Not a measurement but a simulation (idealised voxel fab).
process module | voxel capacitor over wiring
cross-section cut | 200 nm wide | cells 5 nm
A cross-section is a grid of square cells, given in bands from the top down. A band is one or more rows of cells.
Each band's line starts with the height of the band's top and of its bottom, in nm. Then come its materials from left to right, each with its width in nm. One material with "throughout" fills the band from edge to edge. "air" is empty space.
Height 0 is the level under which the wafer as received is all one material. The lowest band goes on downwards, as in "0 down".
A width such as "30 to 40" changes by the same amount from each row of cells to the next, from the band's top row to its bottom row.
"no change" after a step means that no cell of the cross-section changed.
closed voids: empty space of 8 cells or more with no open way to the top, each as width x height at its distance from the left edge, in nm
after a step's settings: what the simulator itself notes on the step
overlay nm, on a step with a mask: how far to the right of its planned place the mask lay; to the left if negative
plan
1 op RECEIVE | material Si
2 op CONFORMAL_DEP | material SiO2 | thk nm 15
3 op DIRECTIONAL_DEP | material TiN | thk nm 5
4 op DIRECTIONAL_DEP | material W | thk nm 25
5 op MASKED_ETCH | tone cover | mask id METAL_1 | width nm 20 | pitch nm 90 | etch materials W | depth nm 25 | overlay nm 0
6 op MASKED_ETCH | tone cover | mask id METAL_1 | width nm 20 | pitch nm 90 | etch materials TiN | depth nm 5 | overlay nm 0
7 op FILL_DEP | material SiO2 | thk nm 10
8 op CMP | height nm 45
9 op CONFORMAL_DEP | material SiCN | thk nm 5
10 op DIRECTIONAL_DEP | material SiO2 | thk nm 20
11 op DIRECTIONAL_DEP | material aC | thk nm 10
12 op PATTERN | tone open | mask id PLUG_1 | material resist | width nm 15 | thk nm 25 | overlay nm 0
13 op DIRECTIONAL_ETCH | etch materials aC | depth nm 10
14 op STRIP | etch materials resist
15 op DIRECTIONAL_ETCH | etch materials SiO2 | depth nm 20
16 op DIRECTIONAL_ETCH | etch materials SiCN | depth nm 5
17 op STRIP | etch materials aC
18 op CONFORMAL_DEP | material TiN | thk nm 5
19 op FILL_DEP | material W | thk nm 5
20 op CMP | height nm 70
21 op DIRECTIONAL_DEP | material TiN | thk nm 10
22 op DIRECTIONAL_DEP | material HfO2 | thk nm 5
23 op DIRECTIONAL_DEP | material TiN | thk nm 5
24 op DIRECTIONAL_DEP | material aC | thk nm 15
25 op PATTERN | tone cover | mask id UPPER_PLATE | material resist | width nm 75 | thk nm 30 | overlay nm 0
26 op DIRECTIONAL_ETCH | etch materials aC | depth nm 15
27 op STRIP | etch materials resist
28 op DIRECTIONAL_ETCH | etch materials TiN | depth nm 5
29 op DIRECTIONAL_ETCH | etch materials HfO2 | depth nm 5
30 op STRIP | etch materials aC
31 op PATTERN | tone cover | mask id LOWER_PLATE | material resist | width nm 85 | thk nm 20 | overlay nm 0
32 op DIRECTIONAL_ETCH | etch materials TiN | depth nm 10
33 op STRIP | etch materials resist
34 op FILL_DEP | material SiO2 | thk nm 20
35 op CMP | height nm 105
36 op DIRECTIONAL_DEP | material aC | thk nm 15
37 op PATTERN | tone open | mask id PLUG_2 | material resist | width nm 15 | thk nm 35 | overlay nm 0
38 op DIRECTIONAL_ETCH | etch materials aC | depth nm 15
39 op STRIP | etch materials resist
40 op DIRECTIONAL_ETCH | etch materials SiO2 | depth nm 15
41 op STRIP | etch materials aC
42 op CONFORMAL_DEP | material TiN | thk nm 5
43 op FILL_DEP | material Cu | thk nm 5
44 op CMP | height nm 105
45 op CONFORMAL_DEP | material SiN | thk nm 5
as received, after step 1
  0 down: Si throughout
  closed voids: none
a wafer at the end: this start, this plan, one mistake
  110 to 105: SiN throughout
  105 to 95: SiO2 60 | TiN 5 | Cu 5 | TiN 5 | SiO2 125
  95 to 85: SiO2 60 to 50 | TiN 15 to 75 | SiO2 125 to 75
  85 to 80: SiO2 50 | HfO2 75 | SiO2 75
  80 to 70: SiO2 45 | TiN 85 | SiO2 70
  70 to 50: SiO2 50 | TiN 5 | W 5 | TiN 5 | SiO2 135
  50 to 45: SiCN 50 | TiN 15 | SiCN 135
  45 to 20: SiO2 55 | W 20 | SiO2 70 | W 20 | SiO2 35
  20 to 15: SiO2 45 | TiN 30 | SiO2 60 | TiN 30 | SiO2 35
  15 to 0: SiO2 throughout
  0 down: Si throughout
  closed voids: none
what went wrong: step 5 ran as: op MASKED_ETCH | tone cover | mask id METAL_1 | width nm 20 | pitch nm 90 | etch materials W | depth nm 25 | overlay nm 10
